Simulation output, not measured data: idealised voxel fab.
Proc. module: voxel local oxidation
Xsec cut, 265 nm wide, square cell size 5 nm.
A cross-section is written here as square cells arranged in a grid, and it is given in bands from the top down, each band taking up one or more rows of cells. Heights first: top, then bottom, in nm. Then materials, left to right, each with a width in nm. "full width" on a single material: fills the band edge to edge. "blank": empty space. A quick word on heights: they are counted from 0, and under that level the wafer as it came to us is one material throughout. The lowest band is different from the rest in having no bottom; it simply continues downward, written as in "0 -> down". The width entry "30 to 40" should be interpreted row by row: the top row of cells in the band takes the first number, the bottom row takes the second number, and the change between adjacent rows is uniform throughout. Any step labelled "remained the same" changed none of the cells in the cross-section. The entry titled "Closed internal cavities" provides the empty spaces that have no open way to the top, restricted to those of 8 cells or more. Each is presented as width x height at distance, the distance being measured from the left edge, with all three in nm. On each step's line, the part that comes after the settings is the simulator's own comment on the step. The "overlay nm" setting may appear on a step's line; for a step that uses a mask, it gives how far to the right of its planned position the mask lay, and a negative value indicates the left.

## Process steps (planned)
| 1 | RECEIVE, material Si |
| 2 | OXIDIZE, depth nm 5 |
| 3 | CONFORMAL_DEP, material SiN, thk nm 10 |
| 4 | MASKED_ETCH, tone cover, mask id ACTIVE, width nm 130, etch materials SiN, depth nm 10, overlay nm 0 |
| 5 | SELECTIVE_ETCH, etch materials SiO2, depth nm 5 |
| 6 | OXIDIZE, depth nm 15 |
| 7 | STRIP, etch materials SiN |
Wafer-to-wafer difference: depth nm, step 5. Common start. Plan = first wafer's value.

## Cross-sectional view of the first of several wafers in the as-received condition, corresponding to the state following step 1
    0 -> down  Si full width
    Closed internal cavities: none

## Note: the following table is arranged by wafer, a row apiece. Each row reports the end-of-module state: per material, cells gained (+) or cells lost (-) compared with the wafer as received; closed voids follow
depth nm 5 | -158 Si | +129 SiO2 | Closed internal cavities: none
depth nm 10 | -164 Si | +133 SiO2 | Closed internal cavities: none
depth nm 15 | -170 Si | +137 SiO2 | Closed internal cavities: none
depth nm 20 | -176 Si | +141 SiO2 | Closed internal cavities: none
